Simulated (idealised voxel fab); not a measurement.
The following process module bears the name voxel local oxidation.
The figure presents cross-section cut, which has a width of 230 nm and is divided into square cells with an edge length of 5 nm.
Just so we're on the same page, the cross-sections are grids of square cells, and they're listed out in bands top to bottom, each band one or more rows deep.
Within each band entry, the heights of the top and of the bottom of the band appear first, in that order and in nm; the materials of the band then follow from left to right, each with its corresponding width in nm. The designation "everywhere" on a single material indicates that it fills the band from edge to edge; the designation "blank" indicates empty space.
Heights are measured from 0, the level below which the as-received wafer is all one material; the lowest band has no bottom and continues downward, written as in "top 0, no bottom".
The notation "30 to 40" denotes a width that varies across the rows of cells in the band, beginning at the first number in the top row, finishing at the second number in the bottom row, and changing by an identical amount from each row to the next.
Step note "everything unchanged" = no cross-section cell changed.
"Closed void listing" - sealed voids, min. 8 cells, no opening to top; format: width x height at distance (distance from left edge; nm throughout).
Step line, after settings: the simulator's comment on this step.
What "overlay nm" on a step's line means: if the step has a mask, that mask lay this far to the right of its planned place, or, when the value is negative, to the left.

The following list gives the planned process steps
step 1: RECEIVE with material Si
step 2: CONFORMAL_DEP with material SiO2, thk nm 5
step 3: CONFORMAL_DEP with material SiN, thk nm 10
step 4: PATTERN with tone cover, mask id ACTIVE, material resist, width nm 110, thk nm 20, overlay nm 0
step 5: DIRECTIONAL_ETCH with etch materials SiN, depth nm 10
step 6: STRIP with etch materials resist
step 7: SELECTIVE_ETCH with etch materials SiO2, depth nm 5
step 8: OXIDIZE with depth nm 10
step 9: STRIP with etch materials SiN

Below: the first of two wafers, run as planned

Cross-section of the wafer upon arrival, representing the state reached after step 1
    top 0, no bottom: Si everywhere
    Closed void listing: none

The wafer in cross-section once step 2 is complete
    top 5, bottom 0: SiO2 everywhere
    Everything below 0 is unchanged.

The wafer in cross-section once step 3 is complete
    top 15, bottom 5: SiN everywhere
    Everything below 5 is unchanged.

The wafer in cross-section once step 4 is complete
    top 35, bottom 15: blank: 60; resist: 110; blank: 60
    Everything below 15 is unchanged.

The wafer in cross-section once step 5 is complete
    top 35, bottom 15: blank: 60; resist: 110; blank: 60
    top 15, bottom 5: blank: 60; SiN: 110; blank: 60
    Everything below 5 is unchanged.

The wafer in cross-section once step 6 is complete
    top 15, bottom 5: blank: 60; SiN: 110; blank: 60
    Everything below 5 is unchanged.

The wafer in cross-section once step 7 is complete
    top 15, bottom 5: blank: 60; SiN: 110; blank: 60
    top 5, bottom 0: blank: 65; SiO2: 100; blank: 65
    Everything below 0 is unchanged.

The wafer in cross-section once step 8 is complete
    top 15, bottom 5: blank: 60; SiN: 110; blank: 60
    top 5, bottom 0: blank: 65; SiO2: 100; blank: 65
    top 0, bottom -10: SiO2: 75; Si: 80; SiO2: 75
    Everything below -10 is unchanged.

The wafer in cross-section once step 9 is complete
    top 5, bottom 0: blank: 65; SiO2: 100; blank: 65
    Everything below 0 is unchanged.

The Second Wafer: Common Origin and Plan, One Mistake in Execution, Identical to the First Through Step 8

Second wafer cross-section, taken as of the time the plan sets for step 9 to be done
    top 0, bottom -10: blank: 75; Si: 80; blank: 75
    Everything below -10 is unchanged.
Where did the run depart from the plan? it should be noted that step 9 was executed with settings other than those planned, the operation and settings actually applied being STRIP with etch materials SiO2
The second wafer ends with more or fewer cells of some materials than the first, per final count: 80 fewer of SiO2
